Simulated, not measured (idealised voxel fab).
Process module in this document: voxel capacitor over wiring
The width of the displayed cross-section, cut, is 290 nm; its cells are square, with a size of 5 nm.
Format of a cross-section: grid, square cells. Given as bands. Order: top down. Band: one or more rows of cells.
Top height, bottom height, nm. Materials left to right, width each, nm. Single material + "edge to edge" = fills band edge to edge. "blank" = empty.
All heights in this document are referenced to 0, defined as the level beneath which the wafer, as received, consists entirely of one material. The lowest band is not bounded below; it extends indefinitely downward and is written in the form "from 0 down".
Top row gets the first number, bottom row gets the second, and each row in between changes by the same step: that is how a band width like "30->40" works.
When a step is marked "remained the same", none of the cells in the cross-section changed during that step.
Listed in "Internal closed voids": every empty space of 8 or more cells without an open way to the top. Form: width x height at distance, the distance being from the left edge, all in nm.
That trailing text on a step's line, after the settings, is the simulator's own remark on the step.
overlay nm: for a step with a mask, the amount by which the mask lay right of where it was planned; a negative amount means left of it.
Layout of what follows: cross-section pairs, each bracketing one process step, the after cross-section shown only to the lowest band that changed, the step between and its settings noted under each pair. Pairs may originate in different runs of this module on the same starting wafer; a pair continues from the pair above only where its entry headed "Preceding state" says so.
**Preceding state**
> from 110 to 100  blank: 95, aC: 25, blank: 170
> from 100 to 95  blank: 90, aC: 80, blank: 120
> from 95 to 90  blank: 90, aC: 5, TiN: 25, aC: 50, blank: 120
> from 90 to 85  blank: 90, aC: 5, HfO2: 25, aC: 55, blank: 115
> from 85 to 80  blank: 85, TiN: 85, aC: 5, blank: 115
> from 80 to 75  blank: 85, TiN: 35, HfO2: 50, aC: 5, blank: 115
> from 75 to 65  TiN: 85, Ru: 35, TiN: 170
> from 65 to 45  SiO2: 95, Ru: 15, SiO2: 180
> from 45 to 40  SiCN: 95, Ru: 15, SiCN: 180
> from 40 to 15  SiO2: 90, W: 20, SiO2: 70, W: 20, SiO2: 90
> from 15 to 10  SiO2: 90, TiN: 20, SiO2: 70, TiN: 20, SiO2: 90
> from 10 to 0  SiO2 edge to edge
> from 0 down  Si edge to edge
> Internal closed voids: none
**Sectional Result**
> from 110 to 100  blank: 95, aC: 25, blank: 170
> from 100 to 95  blank: 90, aC: 80, blank: 120
> from 95 to 90  blank: 90, aC: 5, TiN: 25, aC: 50, blank: 120
> from 90 to 85  blank: 90, aC: 5, HfO2: 25, aC: 55, blank: 115
> from 85 to 80  blank: 90, TiN: 80, aC: 5, blank: 115
> from 80 to 75  blank: 90, TiN: 30, HfO2: 50, aC: 5, blank: 115
> from 75 to 65  blank: 85, Ru: 35, TiN: 55, blank: 115
> All layers under 65 are left as they were.
> Internal closed voids: none
Can you say which step sits between the two cross-sections above? DIRECTIONAL_ETCH | etch materials TiN | depth nm 10
Preceding state: just use the after drawing of the pair above as your starting point.
**Sectional Result**
> from 95 to 90  blank: 95, TiN: 25, blank: 170
> from 90 to 85  blank: 95, HfO2: 25, blank: 170
> from 85 to 80  blank: 90, TiN: 80, blank: 120
> from 80 to 75  blank: 90, TiN: 30, HfO2: 50, blank: 120
> All layers under 75 are left as they were.
> Internal closed voids: none
Can you say which step sits between the two cross-sections above? STRIP | etch materials aC
Preceding state: just use the after drawing of the pair above as your starting point.
**Sectional Result**
> from 110 to 95  SiO2 edge to edge
> from 95 to 90  SiO2: 95, TiN: 25, SiO2: 170
> from 90 to 85  SiO2: 95, HfO2: 25, SiO2: 170
> from 85 to 80  SiO2: 90, TiN: 80, SiO2: 120
> from 80 to 75  SiO2: 90, TiN: 30, HfO2: 50, SiO2: 120
> from 75 to 65  SiO2: 85, Ru: 35, TiN: 55, SiO2: 115
> All layers under 65 are left as they were.
> Internal closed voids: none
Can you say which step sits between the two cross-sections above? FILL_DEP | material SiO2 | thk nm 15
Preceding state: just use the after drawing of the pair above as your starting point.
**Sectional Result**
> from 95 to 90  SiO2: 95, TiN: 25, SiO2: 170
> All layers under 90 are left as they were.
> Internal closed voids: none
Can you say which step sits between the two cross-sections above? CMP | height nm 95
Preceding state: just use the after drawing of the pair above as your starting point.
**Sectional Result**
> from 110 to 95  aC edge to edge
> All layers under 95 are left as they were.
> Internal closed voids: none
Can you say which step sits between the two cross-sections above? DIRECTIONAL_DEP | material aC | thk nm 15
Preceding state: just use the after drawing of the pair above as your starting point.
**Sectional Result**
> from 140 to 110  resist: 105, blank: 15, resist: 170
> All layers under 110 are left as they were.
> Internal closed voids: none
Can you say which step sits between the two cross-sections above? PATTERN | tone open | mask id PLUG_2 | material resist | width nm 15 | thk nm 30 | overlay nm 0
Preceding state: just use the after drawing of the pair above as your starting point.
**Sectional Result**
> from 125 to 110  resist: 105, blank: 15, resist: 170
> from 110 to 95  aC: 105, blank: 15, aC: 170
> All layers under 95 are left as they were.
> Internal closed voids: none
Can you say which step sits between the two cross-sections above? DIRECTIONAL_ETCH | etch materials aC | depth nm 15
Preceding state: just use the after drawing of the pair above as your starting point.
**Sectional Result**
> from 110 to 95  aC: 105, blank: 15, aC: 170
> All layers under 95 are left as they were.
> Internal closed voids: none
Can you say which step sits between the two cross-sections above? STRIP | etch materials resist
Preceding state: just use the after drawing of the pair above as your starting point.
**Sectional Result**
> from 95 to 90  SiO2: 95, TiN: 25, SiO2: 170
> All layers under 90 are left as they were.
> Internal closed voids: none
Can you say which step sits between the two cross-sections above? STRIP | etch materials aC
Preceding state: just use the after drawing of the pair above as your starting point.
**Sectional Result**
> from 100 to 95  TiN edge to edge
> All layers under 95 are left as they were.
> Internal closed voids: none
Can you say which step sits between the two cross-sections above? CONFORMAL_DEP | material TiN | thk nm 5
Preceding state: just use the after drawing of the pair above as your starting point.
**Sectional Result**
> from 105 to 100  W edge to edge
> All layers under 100 are left as they were.
> Internal closed voids: none
Can you say which step sits between the two cross-sections above? FILL_DEP | material W | thk nm 5
Preceding state: just use the after drawing of the pair above as your starting point.
**Sectional Result**
> from 95 to 90  SiO2: 95, TiN: 25, SiO2: 170
> All layers under 90 are left as they were.
> Internal closed voids: none
Can you say which step sits between the two cross-sections above? CMP | height nm 95
Preceding state: just use the after drawing of the pair above as your starting point.
**Sectional Result**
> from 100 to 95  SiCN edge to edge
> All layers under 95 are left as they were.
> Internal closed voids: none
Can you say which step sits between the two cross-sections above? CONFORMAL_DEP | material SiCN | thk nm 5
**Preceding state**
> from 75 to 65  TiN edge to edge
> from 65 to 45  SiO2: 95, Ru: 15, SiO2: 180
> from 45 to 40  SiCN: 95, Ru: 15, SiCN: 180
> from 40 to 15  SiO2: 90, W: 20, SiO2: 70, W: 20, SiO2: 90
> from 15 to 10  SiO2: 90, TiN: 20, SiO2: 70, TiN: 20, SiO2: 90
> from 10 to 0  SiO2 edge to edge
> from 0 down  Si edge to edge
> Internal closed voids: none
**Sectional Result**
> from 80 to 65  TiN edge to edge
> All layers under 65 are left as they were.
> Internal closed voids: none
Can you say which step sits between the two cross-sections above? DIRECTIONAL_DEP | material TiN | thk nm 5
Preceding state: just use the after drawing of the pair above as your starting point.
**Sectional Result**
> from 85 to 80  HfO2 edge to edge
> All layers under 80 are left as they were.
> Internal closed voids: none
Can you say which step sits between the two cross-sections above? DIRECTIONAL_DEP | material HfO2 | thk nm 5
Preceding state: just use the after drawing of the pair above as your starting point.
**Sectional Result**
> from 85 to 80  blank: 95, HfO2: 75, blank: 120
> All layers under 80 are left as they were.
> Internal closed voids: none
Can you say which step sits between the two cross-sections above? MASKED_ETCH | tone cover | mask id UPPER_PLATE | width nm 75 | etch materials HfO2 | depth nm 5 | overlay nm 0
Preceding state: just use the after drawing of the pair above as your starting point.
**Sectional Result**
> from 100 to 95  blank: 95, aC: 75, blank: 120
> from 95 to 85  aC edge to edge
> from 85 to 80  aC: 95, HfO2: 75, aC: 120
> All layers under 80 are left as they were.
> Internal closed voids: none
Can you say which step sits between the two cross-sections above? DIRECTIONAL_DEP | material aC | thk nm 15
Preceding state: just use the after drawing of the pair above as your starting point.
**Sectional Result**
> from 130 to 100  blank: 90, resist: 85, blank: 115
> from 100 to 95  blank: 90, resist: 5, aC: 75, resist: 5, blank: 115
> All layers under 95 are left as they were.
> Internal closed voids: none
Can you say which step sits between the two cross-sections above? PATTERN | tone cover | mask id LOWER_PLATE | material resist | width nm 85 | thk nm 30 | overlay nm 0
Preceding state: just use the after drawing of the pair above as your starting point.
**Sectional Result**
> from 115 to 100  blank: 90, resist: 85, blank: 115
> from 100 to 95  blank: 90, resist: 5, aC: 75, resist: 5, blank: 115
> from 95 to 85  blank: 90, aC: 85, blank: 115
> from 85 to 80  blank: 90, aC: 5, HfO2: 75, aC: 5, blank: 115
> All layers under 80 are left as they were.
> Internal closed voids: none
Can you say which step sits between the two cross-sections above? DIRECTIONAL_ETCH | etch materials aC | depth nm 15
Preceding state: just use the after drawing of the pair above as your starting point.
**Sectional Result**
> from 100 to 95  blank: 95, aC: 75, blank: 120
> All layers under 95 are left as they were.
> Internal closed voids: none
Can you say which step sits between the two cross-sections above? STRIP | etch materials resist
Preceding state: just use the after drawing of the pair above as your starting point.
**Sectional Result**
> from 100 to 95  blank: 95, aC: 75, blank: 120
> from 95 to 85  blank: 90, aC: 85, blank: 115
> from 85 to 80  blank: 90, aC: 5, HfO2: 75, aC: 5, blank: 115
> from 80 to 70  blank: 90, TiN: 85, blank: 115
> All layers under 70 are left as they were.
> Internal closed voids: none
Can you say which step sits between the two cross-sections above? DIRECTIONAL_ETCH | etch materials TiN | depth nm 10
Preceding state: just use the after drawing of the pair above as your starting point.
**Sectional Result**
> from 85 to 80  blank: 95, HfO2: 75, blank: 120
> All layers under 80 are left as they were.
> Internal closed voids: none
Can you say which step sits between the two cross-sections above? STRIP | etch materials aC
Preceding state: just use the after drawing of the pair above as your starting point.
**Sectional Result**
> from 100 to 85  SiO2 edge to edge
> from 85 to 80  SiO2: 95, HfO2: 75, SiO2: 120
> from 80 to 70  SiO2: 90, TiN: 85, SiO2: 115
> All layers under 70 are left as they were.
> Internal closed voids: none
Can you say which step sits between the two cross-sections above? FILL_DEP | material SiO2 | thk nm 15
Preceding state: just use the after drawing of the pair above as your starting point.
**Sectional Result**
> from 95 to 85  SiO2 edge to edge
> All layers under 85 are left as they were.
> Internal closed voids: none
Can you say which step sits between the two cross-sections above? CMP | height nm 95
Preceding state: just use the after drawing of the pair above as your starting point.
**Sectional Result**
> from 110 to 95  aC edge to edge
> All layers under 95 are left as they were.
> Internal closed voids: none
Can you say which step sits between the two cross-sections above? DIRECTIONAL_DEP | material aC | thk nm 15
Preceding state: just use the after drawing of the pair above as your starting point.
**Sectional Result**
> from 140 to 110  resist: 105, blank: 15, resist: 170
> All layers under 110 are left as they were.
> Internal closed voids: none
Can you say which step sits between the two cross-sections above? PATTERN | tone open | mask id PLUG_2 | material resist | width nm 15 | thk nm 30 | overlay nm 0
Preceding state: just use the after drawing of the pair above as your starting point.
**Sectional Result**
> from 125 to 110  resist: 105, blank: 15, resist: 170
> from 110 to 95  aC: 105, blank: 15, aC: 170
> All layers under 95 are left as they were.
> Internal closed voids: none
Can you say which step sits between the two cross-sections above? DIRECTIONAL_ETCH | etch materials aC | depth nm 15
Preceding state: just use the after drawing of the pair above as your starting point.
**Sectional Result**
> from 110 to 95  aC: 105, blank: 15, aC: 170
> All layers under 95 are left as they were.
> Internal closed voids: none
Can you say which step sits between the two cross-sections above? STRIP | etch materials resist
Preceding state: just use the after drawing of the pair above as your starting point.
**Sectional Result**
> from 110 to 95  aC: 105, blank: 15, aC: 170
> from 95 to 85  SiO2: 105, blank: 15, SiO2: 170
> All layers under 85 are left as they were.
> Internal closed voids: none
Can you say which step sits between the two cross-sections above? DIRECTIONAL_ETCH | etch materials SiO2 | depth nm 10
Preceding state: just use the after drawing of the pair above as your starting point.
**Sectional Result**
> from 95 to 85  SiO2: 105, blank: 15, SiO2: 170
> All layers under 85 are left as they were.
> Internal closed voids: none
Can you say which step sits between the two cross-sections above? STRIP | etch materials aC
Preceding state: just use the after drawing of the pair above as your starting point.
**Sectional Result**
> from 100 to 95  TiN: 110, blank: 5, TiN: 175
> from 95 to 90  SiO2: 105, TiN: 5, blank: 5, TiN: 5, SiO2: 170
> from 90 to 85  SiO2: 105, TiN: 15, SiO2: 170
> All layers under 85 are left as they were.
> Internal closed voids: none
Can you say which step sits between the two cross-sections above? CONFORMAL_DEP | material TiN | thk nm 5
Preceding state: just use the after drawing of the pair above as your starting point.
**Sectional Result**
> from 105 to 100  W edge to edge
> from 100 to 95  TiN: 110, W: 5, TiN: 175
> from 95 to 90  SiO2: 105, TiN: 5, W: 5, TiN: 5, SiO2: 170
> All layers under 90 are left as they were.
> Internal closed voids: none
Can you say which step sits between the two cross-sections above? FILL_DEP | material W | thk nm 5
Preceding state: just use the after drawing of the pair above as your starting point.
**Sectional Result**
> from 95 to 90  SiO2: 105, TiN: 5, W: 5, TiN: 5, SiO2: 170
> All layers under 90 are left as they were.
> Internal closed voids: none
Can you say which step sits between the two cross-sections above? CMP | height nm 95
Preceding state: just use the after drawing of the pair above as your starting point.
**Sectional Result**
> from 100 to 95  SiCN edge to edge
> All layers under 95 are left as they were.
> Internal closed voids: none
Can you say which step sits between the two cross-sections above? CONFORMAL_DEP | material SiCN | thk nm 5
**Preceding state**
> from 100 to 90  blank: 95, aC: 75, blank: 120
> from 90 to 85  blank: 90, aC: 85, blank: 115
> from 85 to 80  blank: 90, aC: 5, TiN: 75, aC: 5, blank: 115
> from 80 to 75  blank: 90, aC: 5, HfO2: 75, aC: 5, blank: 115
> from 75 to 65  TiN edge to edge
> from 65 to 45  SiO2: 95, Ru: 15, SiO2: 180
> from 45 to 40  SiCN: 95, Ru: 15, SiCN: 180
> from 40 to 15  SiO2: 90, W: 20, SiO2: 70, W: 20, SiO2: 90
> from 15 to 10  SiO2: 90, TiN: 20, SiO2: 70, TiN: 20, SiO2: 90
> from 10 to 0  SiO2 edge to edge
> from 0 down  Si edge to edge
> Internal closed voids: none
**Sectional Result**
> from 100 to 90  blank: 95, aC: 75, blank: 120
> from 90 to 85  blank: 90, aC: 85, blank: 115
> from 85 to 80  blank: 90, aC: 5, TiN: 75, aC: 5, blank: 115
> from 80 to 75  blank: 90, aC: 5, HfO2: 75, aC: 5, blank: 115
> from 75 to 70  blank: 90, TiN: 85, blank: 115
> All layers under 70 are left as they were.
> Internal closed voids: none
Can you say which step sits between the two cross-sections above? DIRECTIONAL_ETCH | etch materials TiN | depth nm 5
Preceding state: just use the after drawing of the pair above as your starting point.
**Sectional Result**
> from 85 to 80  blank: 95, TiN: 75, blank: 120
> from 80 to 75  blank: 95, HfO2: 75, blank: 120
> All layers under 75 are left as they were.
> Internal closed voids: none
Can you say which step sits between the two cross-sections above? STRIP | etch materials aC
Preceding state: just use the after drawing of the pair above as your starting point.
**Sectional Result**
> from 100 to 85  SiO2 edge to edge
> from 85 to 80  SiO2: 95, TiN: 75, SiO2: 120
> from 80 to 75  SiO2: 95, HfO2: 75, SiO2: 120
> from 75 to 70  SiO2: 90, TiN: 85, SiO2: 115
> All layers under 70 are left as they were.
> Internal closed voids: none
Can you say which step sits between the two cross-sections above? FILL_DEP | material SiO2 | thk nm 15
Preceding state: just use the after drawing of the pair above as your starting point.
**Sectional Result**
> from 95 to 85  SiO2 edge to edge
> All layers under 85 are left as they were.
> Internal closed voids: none
Can you say which step sits between the two cross-sections above? CMP | height nm 95
Preceding state: just use the after drawing of the pair above as your starting point.
**Sectional Result**
> from 110 to 95  aC edge to edge
> All layers under 95 are left as they were.
> Internal closed voids: none
Can you say which step sits between the two cross-sections above? DIRECTIONAL_DEP | material aC | thk nm 15
Preceding state: just use the after drawing of the pair above as your starting point.
**Sectional Result**
> from 140 to 110  resist: 105, blank: 15, resist: 170
> All layers under 110 are left as they were.
> Internal closed voids: none
Can you say which step sits between the two cross-sections above? PATTERN | tone open | mask id PLUG_2 | material resist | width nm 15 | thk nm 30 | overlay nm 0
Preceding state: just use the after drawing of the pair above as your starting point.
**Sectional Result**
> from 125 to 110  resist: 105, blank: 15, resist: 170
> from 110 to 95  aC: 105, blank: 15, aC: 170
> All layers under 95 are left as they were.
> Internal closed voids: none
Can you say which step sits between the two cross-sections above? DIRECTIONAL_ETCH | etch materials aC | depth nm 15
Preceding state: just use the after drawing of the pair above as your starting point.
**Sectional Result**
> from 110 to 95  aC: 105, blank: 15, aC: 170
> All layers under 95 are left as they were.
> Internal closed voids: none
Can you say which step sits between the two cross-sections above? STRIP | etch materials resist
Preceding state: just use the after drawing of the pair above as your starting point.
**Sectional Result**
> from 110 to 95  aC: 105, blank: 15, aC: 170
> from 95 to 85  SiO2: 105, blank: 15, SiO2: 170
> All layers under 85 are left as they were.
> Internal closed voids: none
Can you say which step sits between the two cross-sections above? DIRECTIONAL_ETCH | etch materials SiO2 | depth nm 10
Preceding state: just use the after drawing of the pair above as your starting point.
**Sectional Result**
> from 95 to 85  SiO2: 105, blank: 15, SiO2: 170
> All layers under 85 are left as they were.
> Internal closed voids: none
Can you say which step sits between the two cross-sections above? STRIP | etch materials aC
Preceding state: just use the after drawing of the pair above as your starting point.
**Sectional Result**
> from 100 to 95  TiN: 110, blank: 5, TiN: 175
> from 95 to 90  SiO2: 105, TiN: 5, blank: 5, TiN: 5, SiO2: 170
> from 90 to 80  SiO2: 105->95, TiN: 15->75, SiO2: 170->120
> All layers under 80 are left as they were.
> Internal closed voids: none
Can you say which step sits between the two cross-sections above? CONFORMAL_DEP | material TiN | thk nm 5
Preceding state: just use the after drawing of the pair above as your starting point.
**Sectional Result**
> from 105 to 100  W edge to edge
> from 100 to 95  TiN: 110, W: 5, TiN: 175
> from 95 to 90  SiO2: 105, TiN: 5, W: 5, TiN: 5, SiO2: 170
> All layers under 90 are left as they were.
> Internal closed voids: none
Can you say which step sits between the two cross-sections above? FILL_DEP | material W | thk nm 5
Preceding state: just use the after drawing of the pair above as your starting point.
**Sectional Result**
> from 95 to 90  SiO2: 105, TiN: 5, W: 5, TiN: 5, SiO2: 170
> All layers under 90 are left as they were.
> Internal closed voids: none
Can you say which step sits between the two cross-sections above? CMP | height nm 95
Preceding state: just use the after drawing of the pair above as your starting point.
**Sectional Result**
> from 100 to 95  SiCN edge to edge
> All layers under 95 are left as they were.
> Internal closed voids: none
Can you say which step sits between the two cross-sections above? CONFORMAL_DEP | material SiCN | thk nm 5
**Preceding state**
> from 100 to 90  blank: 95, aC: 75, blank: 120
> from 90 to 85  aC edge to edge
> from 85 to 80  aC: 95, TiN: 75, aC: 120
> from 80 to 75  aC: 95, HfO2: 75, aC: 120
> from 75 to 65  TiN edge to edge
> from 65 to 45  SiO2: 95, Ru: 15, SiO2: 180
> from 45 to 40  SiCN: 95, Ru: 15, SiCN: 180
> from 40 to 15  SiO2: 90, W: 20, SiO2: 70, W: 20, SiO2: 90
> from 15 to 10  SiO2: 90, TiN: 20, SiO2: 70, TiN: 20, SiO2: 90
> from 10 to 0  SiO2 edge to edge
> from 0 down  Si edge to edge
> Internal closed voids: none
**Sectional Result**
> from 130 to 100  blank: 95, resist: 80, blank: 115
> from 100 to 90  blank: 95, aC: 75, resist: 5, blank: 115
> All layers under 90 are left as they were.
> Internal closed voids: none
Can you say which step sits between the two cross-sections above? PATTERN | tone cover | mask id LOWER_PLATE | material resist | width nm 80 | thk nm 30 | overlay nm 0
Preceding state: just use the after drawing of the pair above as your starting point.
**Sectional Result**
> from 115 to 100  blank: 95, resist: 80, blank: 115
> from 100 to 90  blank: 95, aC: 75, resist: 5, blank: 115
> from 90 to 85  blank: 95, aC: 80, blank: 115
> from 85 to 80  blank: 95, TiN: 75, aC: 5, blank: 115
> from 80 to 75  blank: 95, HfO2: 75, aC: 5, blank: 115
> All layers under 75 are left as they were.
> Internal closed voids: none
Can you say which step sits between the two cross-sections above? DIRECTIONAL_ETCH | etch materials aC | depth nm 15
Preceding state: just use the after drawing of the pair above as your starting point.
**Sectional Result**
> from 100 to 90  blank: 95, aC: 75, blank: 120
> All layers under 90 are left as they were.
> Internal closed voids: none
Can you say which step sits between the two cross-sections above? STRIP | etch materials resist
Preceding state: just use the after drawing of the pair above as your starting point.
**Sectional Result**
> from 100 to 90  blank: 95, aC: 75, blank: 120
> from 90 to 85  blank: 95, aC: 80, blank: 115
> from 85 to 80  blank: 95, TiN: 75, aC: 5, blank: 115
> from 80 to 75  blank: 95, HfO2: 75, aC: 5, blank: 115
> from 75 to 65  blank: 95, TiN: 80, blank: 115
> All layers under 65 are left as they were.
> Internal closed voids: none
Can you say which step sits between the two cross-sections above? DIRECTIONAL_ETCH | etch materials TiN | depth nm 10
Preceding state: just use the after drawing of the pair above as your starting point.
**Sectional Result**
> from 85 to 80  blank: 95, TiN: 75, blank: 120
> from 80 to 75  blank: 95, HfO2: 75, blank: 120
> All layers under 75 are left as they were.
> Internal closed voids: none
Can you say which step sits between the two cross-sections above? STRIP | etch materials aC
Preceding state: just use the after drawing of the pair above as your starting point.
**Sectional Result**
> from 100 to 85  SiO2 edge to edge
> from 85 to 80  SiO2: 95, TiN: 75, SiO2: 120
> from 80 to 75  SiO2: 95, HfO2: 75, SiO2: 120
> from 75 to 65  SiO2: 95, TiN: 80, SiO2: 115
> All layers under 65 are left as they were.
> Internal closed voids: none
Can you say which step sits between the two cross-sections above? FILL_DEP | material SiO2 | thk nm 15
Preceding state: just use the after drawing of the pair above as your starting point.
**Sectional Result**
> from 95 to 85  SiO2 edge to edge
> All layers under 85 are left as they were.
> Internal closed voids: none
Can you say which step sits between the two cross-sections above? CMP | height nm 95
Preceding state: just use the after drawing of the pair above as your starting point.
**Sectional Result**
> from 110 to 95  aC edge to edge
> All layers under 95 are left as they were.
> Internal closed voids: none
Can you say which step sits between the two cross-sections above? DIRECTIONAL_DEP | material aC | thk nm 15
Preceding state: just use the after drawing of the pair above as your starting point.
**Sectional Result**
> from 140 to 110  resist: 105, blank: 15, resist: 170
> All layers under 110 are left as they were.
> Internal closed voids: none
Can you say which step sits between the two cross-sections above? PATTERN | tone open | mask id PLUG_2 | material resist | width nm 15 | thk nm 30 | overlay nm 0
Preceding state: just use the after drawing of the pair above as your starting point.
**Sectional Result**
> from 125 to 110  resist: 105, blank: 15, resist: 170
> from 110 to 95  aC: 105, blank: 15, aC: 170
> All layers under 95 are left as they were.
> Internal closed voids: none
Can you say which step sits between the two cross-sections above? DIRECTIONAL_ETCH | etch materials aC | depth nm 15
Preceding state: just use the after drawing of the pair above as your starting point.
**Sectional Result**
> from 110 to 95  aC: 105, blank: 15, aC: 170
> All layers under 95 are left as they were.
> Internal closed voids: none
Can you say which step sits between the two cross-sections above? STRIP | etch materials resist
Preceding state: just use the after drawing of the pair above as your starting point.
**Sectional Result**
> from 110 to 95  aC: 105, blank: 15, aC: 170
> from 95 to 85  SiO2: 105, blank: 15, SiO2: 170
> All layers under 85 are left as they were.
> Internal closed voids: none
Can you say which step sits between the two cross-sections above? DIRECTIONAL_ETCH | etch materials SiO2 | depth nm 10
Preceding state: just use the after drawing of the pair above as your starting point.
**Sectional Result**
> from 95 to 85  SiO2: 105, blank: 15, SiO2: 170
> All layers under 85 are left as they were.
> Internal closed voids: none
Can you say which step sits between the two cross-sections above? STRIP | etch materials aC
Preceding state: just use the after drawing of the pair above as your starting point.
**Sectional Result**
> from 100 to 95  TiN: 110, blank: 5, TiN: 175
> from 95 to 90  SiO2: 105, TiN: 5, blank: 5, TiN: 5, SiO2: 170
> from 90 to 80  SiO2: 105->95, TiN: 15->75, SiO2: 170->120
> All layers under 80 are left as they were.
> Internal closed voids: none
Can you say which step sits between the two cross-sections above? CONFORMAL_DEP | material TiN | thk nm 5
Preceding state: just use the after drawing of the pair above as your starting point.
**Sectional Result**
> from 105 to 100  W edge to edge
> from 100 to 95  TiN: 110, W: 5, TiN: 175
> from 95 to 90  SiO2: 105, TiN: 5, W: 5, TiN: 5, SiO2: 170
> All layers under 90 are left as they were.
> Internal closed voids: none
Can you say which step sits between the two cross-sections above? FILL_DEP | material W | thk nm 5
Preceding state: just use the after drawing of the pair above as your starting point.
**Sectional Result**
> from 95 to 90  SiO2: 105, TiN: 5, W: 5, TiN: 5, SiO2: 170
> All layers under 90 are left as they were.
> Internal closed voids: none
Can you say which step sits between the two cross-sections above? CMP | height nm 95
Preceding state: just use the after drawing of the pair above as your starting point.
**Sectional Result**
> from 100 to 95  SiCN edge to edge
> All layers under 95 are left as they were.
> Internal closed voids: none
Can you say which step sits between the two cross-sections above? CONFORMAL_DEP | material SiCN | thk nm 5
**Preceding state**
> from 85 to 80  blank: 95, TiN: 75, blank: 120
> from 80 to 75  HfO2 edge to edge
> from 75 to 65  TiN edge to edge
> from 65 to 45  SiO2: 95, Ru: 15, SiO2: 180
> from 45 to 40  SiCN: 95, Ru: 15, SiCN: 180
> from 40 to 15  SiO2: 90, W: 20, SiO2: 70, W: 20, SiO2: 90
> from 15 to 10  SiO2: 90, TiN: 20, SiO2: 70, TiN: 20, SiO2: 90
> from 10 to 0  SiO2 edge to edge
> from 0 down  Si edge to edge
> Internal closed voids: none
**Sectional Result**
> from 85 to 80  blank: 95, TiN: 75, blank: 120
> from 80 to 75  blank: 90, HfO2: 80, blank: 120
> All layers under 75 are left as they were.
> Internal closed voids: none
Can you say which step sits between the two cross-sections above? MASKED_ETCH | tone cover | mask id UPPER_PLATE | width nm 75 | etch materials HfO2 | depth nm 5 | overlay nm -5
Preceding state: just use the after drawing of the pair above as your starting point.
**Sectional Result**
> from 100 to 90  blank: 95->90, aC: 75->80, blank: 120
> from 90 to 85  aC edge to edge
> from 85 to 80  aC: 95, TiN: 75, aC: 120
> from 80 to 75  aC: 90, HfO2: 80, aC: 120
> All layers under 75 are left as they were.
> Internal closed voids: none
Can you say which step sits between the two cross-sections above? DIRECTIONAL_DEP | material aC | thk nm 15
Preceding state: just use the after drawing of the pair above as your starting point.
**Sectional Result**
> from 130 to 100  blank: 90, resist: 85, blank: 115
> from 100 to 95  blank: 90, resist: 5, aC: 75, resist: 5, blank: 115
> from 95 to 90  blank: 90, aC: 80, resist: 5, blank: 115
> All layers under 90 are left as they were.
> Internal closed voids: none
Can you say which step sits between the two cross-sections above? PATTERN | tone cover | mask id LOWER_PLATE | material resist | width nm 85 | thk nm 30 | overlay nm 0
Preceding state: just use the after drawing of the pair above as your starting point.
**Sectional Result**
> from 115 to 100  blank: 90, resist: 85, blank: 115
> from 100 to 95  blank: 90, resist: 5, aC: 75, resist: 5, blank: 115
> from 95 to 90  blank: 90, aC: 80, resist: 5, blank: 115
> from 90 to 85  blank: 90, aC: 85, blank: 115
> from 85 to 80  blank: 90, aC: 5, TiN: 75, aC: 5, blank: 115
> from 80 to 75  blank: 90, HfO2: 80, aC: 5, blank: 115
> All layers under 75 are left as they were.
> Internal closed voids: none
Can you say which step sits between the two cross-sections above? DIRECTIONAL_ETCH | etch materials aC | depth nm 15
Preceding state: just use the after drawing of the pair above as your starting point.
**Sectional Result**
> from 100 to 90  blank: 95->90, aC: 75->80, blank: 120
> All layers under 90 are left as they were.
> Internal closed voids: none
Can you say which step sits between the two cross-sections above? STRIP | etch materials resist
Preceding state: just use the after drawing of the pair above as your starting point.
**Sectional Result**
> from 100 to 90  blank: 95->90, aC: 75->80, blank: 120
> from 90 to 85  blank: 90, aC: 85, blank: 115
> from 85 to 80  blank: 90, aC: 5, TiN: 75, aC: 5, blank: 115
> from 80 to 75  blank: 90, HfO2: 80, aC: 5, blank: 115
> from 75 to 65  blank: 90, TiN: 85, blank: 115
> All layers under 65 are left as they were.
> Internal closed voids: none
Can you say which step sits between the two cross-sections above? DIRECTIONAL_ETCH | etch materials TiN | depth nm 10
Preceding state: just use the after drawing of the pair above as your starting point.
**Sectional Result**
> from 85 to 80  blank: 95, TiN: 75, blank: 120
> from 80 to 75  blank: 90, HfO2: 80, blank: 120
> All layers under 75 are left as they were.
> Internal closed voids: none
Can you say which step sits between the two cross-sections above? STRIP | etch materials aC
Preceding state: just use the after drawing of the pair above as your starting point.
**Sectional Result**
> from 100 to 85  SiO2 edge to edge
> from 85 to 80  SiO2: 95, TiN: 75, SiO2: 120
> from 80 to 75  SiO2: 90, HfO2: 80, SiO2: 120
> from 75 to 65  SiO2: 90, TiN: 85, SiO2: 115
> All layers under 65 are left as they were.
> Internal closed voids: none
Can you say which step sits between the two cross-sections above? FILL_DEP | material SiO2 | thk nm 15
Preceding state: just use the after drawing of the pair above as your starting point.
**Sectional Result**
> from 95 to 85  SiO2 edge to edge
> All layers under 85 are left as they were.
> Internal closed voids: none
Can you say which step sits between the two cross-sections above? CMP | height nm 95
Preceding state: just use the after drawing of the pair above as your starting point.
**Sectional Result**
> from 110 to 95  aC edge to edge
> All layers under 95 are left as they were.
> Internal closed voids: none
Can you say which step sits between the two cross-sections above? DIRECTIONAL_DEP | material aC | thk nm 15
Preceding state: just use the after drawing of the pair above as your starting point.
**Sectional Result**
> from 140 to 110  resist: 105, blank: 15, resist: 170
> All layers under 110 are left as they were.
> Internal closed voids: none
Can you say which step sits between the two cross-sections above? PATTERN | tone open | mask id PLUG_2 | material resist | width nm 15 | thk nm 30 | overlay nm 0
Preceding state: just use the after drawing of the pair above as your starting point.
**Sectional Result**
> from 125 to 110  resist: 105, blank: 15, resist: 170
> from 110 to 95  aC: 105, blank: 15, aC: 170
> All layers under 95 are left as they were.
> Internal closed voids: none
Can you say which step sits between the two cross-sections above? DIRECTIONAL_ETCH | etch materials aC | depth nm 15
Preceding state: just use the after drawing of the pair above as your starting point.
**Sectional Result**
> from 110 to 95  aC: 105, blank: 15, aC: 170
> All layers under 95 are left as they were.
> Internal closed voids: none
Can you say which step sits between the two cross-sections above? STRIP | etch materials resist
Preceding state: just use the after drawing of the pair above as your starting point.
**Sectional Result**
> from 110 to 95  aC: 105, blank: 15, aC: 170
> from 95 to 85  SiO2: 105, blank: 15, SiO2: 170
> All layers under 85 are left as they were.
> Internal closed voids: none
Can you say which step sits between the two cross-sections above? DIRECTIONAL_ETCH | etch materials SiO2 | depth nm 10
Preceding state: just use the after drawing of the pair above as your starting point.
**Sectional Result**
> from 95 to 85  SiO2: 105, blank: 15, SiO2: 170
> All layers under 85 are left as they were.
> Internal closed voids: none
Can you say which step sits between the two cross-sections above? STRIP | etch materials aC
